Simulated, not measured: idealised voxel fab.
Process module in this document: voxel wiring stack
The cross-section on display is named cut; it measures 230 nm wide, and its cells are 5 nm squares.
If you're reading a cross-section in this doc, picture square cells in a grid; it comes to you as bands, top ones listed first down to the bottom, and a band can be one or more rows of cells. Read a band's entry like this: the first values are the height of its top and the height of its bottom in nm, and what follows is the sequence of materials from left to right, each with its width in nm. Note that "air" is empty space, and that a single material marked "full width" reaches across the band from edge to edge. Convention: height 0 is the level below which the wafer, as received, is all one material. The lowest band does not terminate at the bottom but continues downward, represented as "0 nm and below". Width "30 to 40": first value at the band's top row of cells, second value at its bottom row, equal change from row to row. It should be understood that the words "changes: none", when stated for a given step, signify that the cross-section underwent no change in any of its cells during that step. "Enclosed void inventory" means: voids of 8 cells or more that are shut off from the top with no open way through. Written width x height at distance, distance from the left edge, in nm. Past the settings on a step's line: simulator remark, on that step. For masked steps, "overlay nm" on the step line gives how far right of plan the mask actually lay; a minus sign means it lay to the left.

# Steps planned for the process
- 1: RECEIVE, material Si
- 2: CONFORMAL_DEP, material SiO2, thk nm 10
- 3: DIRECTIONAL_DEP, material TiN, thk nm 5
- 4: DIRECTIONAL_DEP, material W, thk nm 15
- 5: MASKED_ETCH, tone cover, mask id METAL_1, width nm 30, pitch nm 60, etch materials W, depth nm 15, overlay nm 0
- 6: MASKED_ETCH, tone cover, mask id METAL_1, width nm 30, pitch nm 60, etch materials TiN, depth nm 5, overlay nm -15
- 7: FILL_DEP, material SiO2, thk nm 5
- 8: CMP, height nm 30
- 9: CONFORMAL_DEP, material SiCN, thk nm 5
- 10: DIRECTIONAL_DEP, material SiO2, thk nm 25
- 11: DIRECTIONAL_DEP, material aC, thk nm 10
- 12: PATTERN, tone open, mask id METAL_2_HOLES, material resist, width nm 15, pitch nm 60, thk nm 25, overlay nm 0
- 13: DIRECTIONAL_ETCH, etch materials aC, depth nm 10
- 14: STRIP, etch materials resist
- 15: DIRECTIONAL_ETCH, etch materials SiO2, depth nm 25
- 16: STRIP, etch materials aC
- 17: PATTERN, tone open, mask id METAL_2, material resist, width nm 30, pitch nm 60, thk nm 20, overlay nm 0
- 18: DIRECTIONAL_ETCH, etch materials SiO2, depth nm 15
- 19: DIRECTIONAL_ETCH, etch materials SiCN, depth nm 5
- 20: STRIP, etch materials resist
- 21: CONFORMAL_DEP, material TiN, thk nm 5
- 22: FILL_DEP, material Cu, thk nm 5
- 23: CMP, height nm 60
- 24: CONFORMAL_DEP, material SiCN, thk nm 5
The wafers are alike at the start. At step 6, their overlay nm differs. The plan lists the first wafer's value.

# As-received cross-section, first of several wafers, post step 1
  0 nm and below: Si full width
  Enclosed void inventory: none

# The first of several wafers, seen in cross-section after the module's last step, step 24
  65 nm to 60 nm: SiCN full width
  60 nm to 50 nm: 40 of SiO2 | 5 of TiN | 20 of Cu | 5 of TiN | 30 of SiO2 | 5 of TiN | 20 of Cu | 5 of TiN | 30 of SiO2 | 5 of TiN | 20 of Cu | 5 of TiN | 40 of SiO2
  50 nm to 45 nm: 40 of SiO2 | 5 of TiN | 5 of Cu | 20 of TiN | 30 of SiO2 | 5 of TiN | 5 of Cu | 20 of TiN | 30 of SiO2 | 5 of TiN | 5 of Cu | 20 of TiN | 40 of SiO2
  45 nm to 35 nm: 40 of SiO2 | 5 of TiN | 5 of Cu | 5 of TiN | 45 of SiO2 | 5 of TiN | 5 of Cu | 5 of TiN | 45 of SiO2 | 5 of TiN | 5 of Cu | 5 of TiN | 55 of SiO2
  35 nm to 30 nm: 40 of SiCN | 15 of TiN | 45 of SiCN | 15 of TiN | 45 of SiCN | 15 of TiN | 55 of SiCN
  30 nm to 15 nm: 40 of SiO2 | 30 of W | 30 of SiO2 | 30 of W | 30 of SiO2 | 30 of W | 40 of SiO2
  15 nm to 10 nm: 25 of SiO2 | 45 of TiN | 15 of SiO2 | 45 of TiN | 15 of SiO2 | 45 of TiN | 40 of SiO2
  10 nm to 0 nm: SiO2 full width
  0 nm and below: Si full width
  Enclosed void inventory: none

# The module's end: a cross-section of the last wafer
  65 nm to 60 nm: SiCN full width
  60 nm to 50 nm: 40 of SiO2 | 5 of TiN | 20 of Cu | 5 of TiN | 30 of SiO2 | 5 of TiN | 20 of Cu | 5 of TiN | 30 of SiO2 | 5 of TiN | 20 of Cu | 5 of TiN | 40 of SiO2
  50 nm to 45 nm: 40 of SiO2 | 5 of TiN | 5 of Cu | 20 of TiN | 30 of SiO2 | 5 of TiN | 5 of Cu | 20 of TiN | 30 of SiO2 | 5 of TiN | 5 of Cu | 20 of TiN | 40 of SiO2
  45 nm to 35 nm: 40 of SiO2 | 5 of TiN | 5 of Cu | 5 of TiN | 45 of SiO2 | 5 of TiN | 5 of Cu | 5 of TiN | 45 of SiO2 | 5 of TiN | 5 of Cu | 5 of TiN | 55 of SiO2
  35 nm to 30 nm: 40 of SiCN | 15 of TiN | 45 of SiCN | 15 of TiN | 45 of SiCN | 15 of TiN | 55 of SiCN
  30 nm to 15 nm: 40 of SiO2 | 30 of W | 30 of SiO2 | 30 of W | 30 of SiO2 | 30 of W | 40 of SiO2
  15 nm to 10 nm: 40 of SiO2 | 45 of TiN | 15 of SiO2 | 45 of TiN | 15 of SiO2 | 45 of TiN | 25 of SiO2
  10 nm to 0 nm: SiO2 full width
  0 nm and below: Si full width
  Enclosed void inventory: none

# Each row below is a wafer at the end of the module, listing for every material the number of cells it has gained (+) or lost (-) since it was received, followed by its closed voids
overlay nm -15 | +33 Cu | +83 SiCN | +353 SiO2 | +75 TiN | +54 W | Enclosed void inventory: none
overlay nm -10 | +33 Cu | +83 SiCN | +356 SiO2 | +72 TiN | +54 W | Enclosed void inventory: none
overlay nm -5 | +33 Cu | +83 SiCN | +359 SiO2 | +69 TiN | +54 W | Enclosed void inventory: none
overlay nm 0 | +33 Cu | +83 SiCN | +362 SiO2 | +66 TiN | +54 W | Enclosed void inventory: none
overlay nm 5 | +33 Cu | +83 SiCN | +359 SiO2 | +69 TiN | +54 W | Enclosed void inventory: none
overlay nm 10 | +33 Cu | +83 SiCN | +356 SiO2 | +72 TiN | +54 W | Enclosed void inventory: none
overlay nm 15 | +33 Cu | +83 SiCN | +353 SiO2 | +75 TiN | +54 W | Enclosed void inventory: none
